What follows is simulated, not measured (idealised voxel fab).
process module | voxel air gaps
cross-section cut | 200 nm wide | cells 5 nm
A cross-section is a grid of square cells, given in bands from the top down. A band is one or more rows of cells.
Each band's line starts with the height of the band's top and of its bottom, in nm. Then come its materials from left to right, each with its width in nm. One material with "throughout" fills the band from edge to edge. "air" is empty space.
Height 0 is the level under which the wafer as received is all one material. The lowest band goes on downwards, as in "0 down".
A width such as "30 to 40" changes by the same amount from each row of cells to the next, from the band's top row to its bottom row.
"no change" after a step means that no cell of the cross-section changed.
closed voids: empty space of 8 cells or more with no open way to the top, each as width x height at its distance from the left edge, in nm
after a step's settings: what the simulator itself notes on the step
overlay nm, on a step with a mask: how far to the right of its planned place the mask lay; to the left if negative
plan
1 op RECEIVE | material Si
2 op CONFORMAL_DEP | material SiO2 | thk nm 15
3 op CONFORMAL_DEP | material SiCN | thk nm 5
4 op DIRECTIONAL_DEP | material lowk | thk nm 30
5 op PATTERN | tone open | mask id LINES | material resist | width nm 20 | pitch nm 45 | thk nm 20 | overlay nm 0
6 op DIRECTIONAL_ETCH | etch materials lowk | depth nm 30
7 op STRIP | etch materials resist
8 op CONFORMAL_DEP | material TiN | thk nm 5
9 op FILL_DEP | material Ru | thk nm 5
10 op CMP | height nm 50
11 op EPI | material Ru | thk nm 10
12 op SELECTIVE_ETCH | etch materials lowk | depth nm 40
13 op CONFORMAL_DEP | material SiCN | thk nm 5
first wafer, as planned
as received, after step 1
  0 down: Si throughout
  closed voids: none
after step 2
  15 to 0: SiO2 throughout
  below 0: unchanged
after step 3
  20 to 15: SiCN throughout
  below 15: unchanged
after step 4
  50 to 20: lowk throughout
  below 20: unchanged
after step 5
  70 to 50: resist 45 | air 20 | resist 25 | air 20 | resist 25 | air 20 | resist 45
  below 50: unchanged
after step 6
  70 to 50: resist 45 | air 20 | resist 25 | air 20 | resist 25 | air 20 | resist 45
  50 to 20: lowk 45 | air 20 | lowk 25 | air 20 | lowk 25 | air 20 | lowk 45
  below 20: unchanged
after step 7
  50 to 20: lowk 45 | air 20 | lowk 25 | air 20 | lowk 25 | air 20 | lowk 45
  below 20: unchanged
after step 8
  55 to 50: TiN 50 | air 10 | TiN 35 | air 10 | TiN 35 | air 10 | TiN 50
  50 to 25: lowk 45 | TiN 5 | air 10 | TiN 5 | lowk 25 | TiN 5 | air 10 | TiN 5 | lowk 25 | TiN 5 | air 10 | TiN 5 | lowk 45
  25 to 20: lowk 45 | TiN 20 | lowk 25 | TiN 20 | lowk 25 | TiN 20 | lowk 45
  below 20: unchanged
after step 9
  60 to 55: Ru throughout
  55 to 50: TiN 50 | Ru 10 | TiN 35 | Ru 10 | TiN 35 | Ru 10 | TiN 50
  50 to 25: lowk 45 | TiN 5 | Ru 10 | TiN 5 | lowk 25 | TiN 5 | Ru 10 | TiN 5 | lowk 25 | TiN 5 | Ru 10 | TiN 5 | lowk 45
  below 25: unchanged
after step 10
  50 to 25: lowk 45 | TiN 5 | Ru 10 | TiN 5 | lowk 25 | TiN 5 | Ru 10 | TiN 5 | lowk 25 | TiN 5 | Ru 10 | TiN 5 | lowk 45
  below 25: unchanged
after step 11
  60 to 50: air 35 | Ru 40 | air 5 | Ru 40 | air 5 | Ru 40 | air 35
  below 50: unchanged
after step 12
  60 to 50: air 35 | Ru 40 | air 5 | Ru 40 | air 5 | Ru 40 | air 35
  50 to 25: air 45 | TiN 5 | Ru 10 | TiN 5 | air 25 | TiN 5 | Ru 10 | TiN 5 | air 25 | TiN 5 | Ru 10 | TiN 5 | air 45
  25 to 20: air 45 | TiN 20 | air 25 | TiN 20 | air 25 | TiN 20 | air 45
  below 20: unchanged
after step 13
  65 to 60: air 30 | SiCN 140 | air 30
  60 to 50: air 30 | SiCN 5 | Ru 40 | SiCN 5 | Ru 40 | SiCN 5 | Ru 40 | SiCN 5 | air 30
  50 to 45: air 30 | SiCN 15 | TiN 5 | Ru 10 | TiN 5 | SiCN 25 | TiN 5 | Ru 10 | TiN 5 | SiCN 25 | TiN 5 | Ru 10 | TiN 5 | SiCN 15 | air 30
  45 to 25: air 40 | SiCN 5 | TiN 5 | Ru 10 | TiN 5 | SiCN 5 | air 15 | SiCN 5 | TiN 5 | Ru 10 | TiN 5 | SiCN 5 | air 15 | SiCN 5 | TiN 5 | Ru 10 | TiN 5 | SiCN 5 | air 40
  25 to 20: SiCN 45 | TiN 20 | SiCN 25 | TiN 20 | SiCN 25 | TiN 20 | SiCN 45
  below 20: unchanged
  closed voids: 15 x 20 at 70; 15 x 20 at 115
second wafer: like start, like plan, one mistake. Through step 4 it matches the first wafer
when step 5 should have ended
  70 to 50: resist 45 | air 25 | resist 20 | air 25 | resist 20 | air 25 | resist 40
  below 50: unchanged
when step 6 should have ended
  70 to 50: resist 45 | air 25 | resist 20 | air 25 | resist 20 | air 25 | resist 40
  50 to 20: lowk 45 | air 25 | lowk 20 | air 25 | lowk 20 | air 25 | lowk 40
  below 20: unchanged
when step 7 should have ended
  50 to 20: lowk 45 | air 25 | lowk 20 | air 25 | lowk 20 | air 25 | lowk 40
  below 20: unchanged
when step 8 should have ended
  55 to 50: TiN 50 | air 15 | TiN 30 | air 15 | TiN 30 | air 15 | TiN 45
  50 to 25: lowk 45 | TiN 5 | air 15 | TiN 5 | lowk 20 | TiN 5 | air 15 | TiN 5 | lowk 20 | TiN 5 | air 15 | TiN 5 | lowk 40
  25 to 20: lowk 45 | TiN 25 | lowk 20 | TiN 25 | lowk 20 | TiN 25 | lowk 40
  below 20: unchanged
when step 9 should have ended
  60 to 55: Ru throughout
  55 to 50: TiN 50 | Ru 15 | TiN 30 | Ru 15 | TiN 30 | Ru 15 | TiN 45
  50 to 25: lowk 45 | TiN 5 | Ru 15 | TiN 5 | lowk 20 | TiN 5 | Ru 15 | TiN 5 | lowk 20 | TiN 5 | Ru 15 | TiN 5 | lowk 40
  below 25: unchanged
when step 10 should have ended
  50 to 25: lowk 45 | TiN 5 | Ru 15 | TiN 5 | lowk 20 | TiN 5 | Ru 15 | TiN 5 | lowk 20 | TiN 5 | Ru 15 | TiN 5 | lowk 40
  below 25: unchanged
when step 11 should have ended
  60 to 50: air 35 | Ru 135 | air 30
  below 50: unchanged
when step 12 should have ended
  60 to 50: air 35 | Ru 135 | air 30
  50 to 25: air 45 | TiN 5 | Ru 15 | TiN 5 | lowk 20 | TiN 5 | Ru 15 | TiN 5 | lowk 20 | TiN 5 | Ru 15 | TiN 5 | air 40
  25 to 20: air 45 | TiN 25 | lowk 20 | TiN 25 | lowk 20 | TiN 25 | air 40
  below 20: unchanged
when step 13 should have ended
  65 to 60: air 30 | SiCN 145 | air 25
  60 to 50: air 30 | SiCN 5 | Ru 135 | SiCN 5 | air 25
  50 to 45: air 30 | SiCN 15 | TiN 5 | Ru 15 | TiN 5 | lowk 20 | TiN 5 | Ru 15 | TiN 5 | lowk 20 | TiN 5 | Ru 15 | TiN 5 | SiCN 15 | air 25
  45 to 25: air 40 | SiCN 5 | TiN 5 | Ru 15 | TiN 5 | lowk 20 | TiN 5 | Ru 15 | TiN 5 | lowk 20 | TiN 5 | Ru 15 | TiN 5 | SiCN 5 | air 35
  25 to 20: SiCN 45 | TiN 25 | lowk 20 | TiN 25 | lowk 20 | TiN 25 | SiCN 40
  below 20: unchanged
what went wrong: step 5 ran as: op PATTERN | tone open | mask id LINES | material resist | width nm 25 | pitch nm 45 | thk nm 20 | overlay nm 0
at the end the second wafer has, in cells: 21 more of Ru | 40 fewer of SiCN | 3 more of TiN | 48 more of lowk
closed voids at the end (first wafer, second wafer): 2, 0
